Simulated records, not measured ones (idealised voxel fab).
voxel released beams: a process module
We display cut, a cross-section 255 nm in width whose square cells are each 5 nm.
Think of the cross-section as a grid of square cells. We describe it in bands, top to bottom, and each band covers one or more rows of those cells. Look at the band entry: it leads with the top's height and the bottom's height in nm. Then it lists the materials left to right, with a width in nm for each. The word "edge to edge" on a single material says that material fills the band edge to edge. The word "blank" is empty space. Below 0: as-received wafer, all one material; heights counted from there. Lowest band: no bottom, goes on down, written "top 0, no bottom". Per-row width for "30->40": begins at first number (top row of band), ends at second number (bottom row), increment between rows held constant. Where a step carries "remained unchanged", the cross-section came out of it unchanged, cell for cell. "Enclosed void catalog" specifies each empty space that is not open to the top and that occupies no fewer than 8 cells, using the form width x height at distance, the distance measured from the left edge and all three quantities in nm. On a step's line, text after the settings is the simulator commenting on that step. What "overlay nm" on a step's line means: if the step has a mask, that mask lay this far to the right of its planned place, or, when the value is negative, to the left.

**Listed below are the process steps as planned**
1,RECEIVE [material Si]
2,CONFORMAL_DEP [material SiN] [thk nm 10]
3,DIRECTIONAL_DEP [material SiO2] [thk nm 15]
4,DIRECTIONAL_DEP [material aC] [thk nm 5]
5,PATTERN [tone open] [mask id ANCHOR] [material resist] [width nm 45] [thk nm 30] [overlay nm 0]
6,DIRECTIONAL_ETCH [etch materials aC] [depth nm 15]
7,STRIP [etch materials resist]
8,DIRECTIONAL_ETCH [etch materials SiO2] [depth nm 15]
9,STRIP [etch materials aC]
10,CONFORMAL_DEP [material TiN] [thk nm 15]
11,MASKED_ETCH [tone cover] [mask id BEAM] [width nm 95] [etch materials TiN] [depth nm 15] [overlay nm 0]
12,STRIP [etch materials SiO2]
Variable across wafers: step 4 thk nm (plan value is that of the first wafer; starting state common to all).

**As-received cross-section, first of several wafers, post step 1**
	top 0, no bottom | Si edge to edge
	Enclosed void catalog: none

**The rows of the table below are wafers. Looking at the end of the module, a row counts, for every material, the cells the wafer has gained, shown as (+), or lost, shown as (-), since it was received; its closed voids come next**
thk nm 5, +102 SiN, +75 TiN, Enclosed void catalog: none
thk nm 10, +102 SiN, +75 TiN, Enclosed void catalog: none
thk nm 15, +102 SiN, +75 TiN, Enclosed void catalog: none
thk nm 20, +102 SiN, Enclosed void catalog: none
thk nm 25, +102 SiN, Enclosed void catalog: none
thk nm 30, +102 SiN, Enclosed void catalog: none
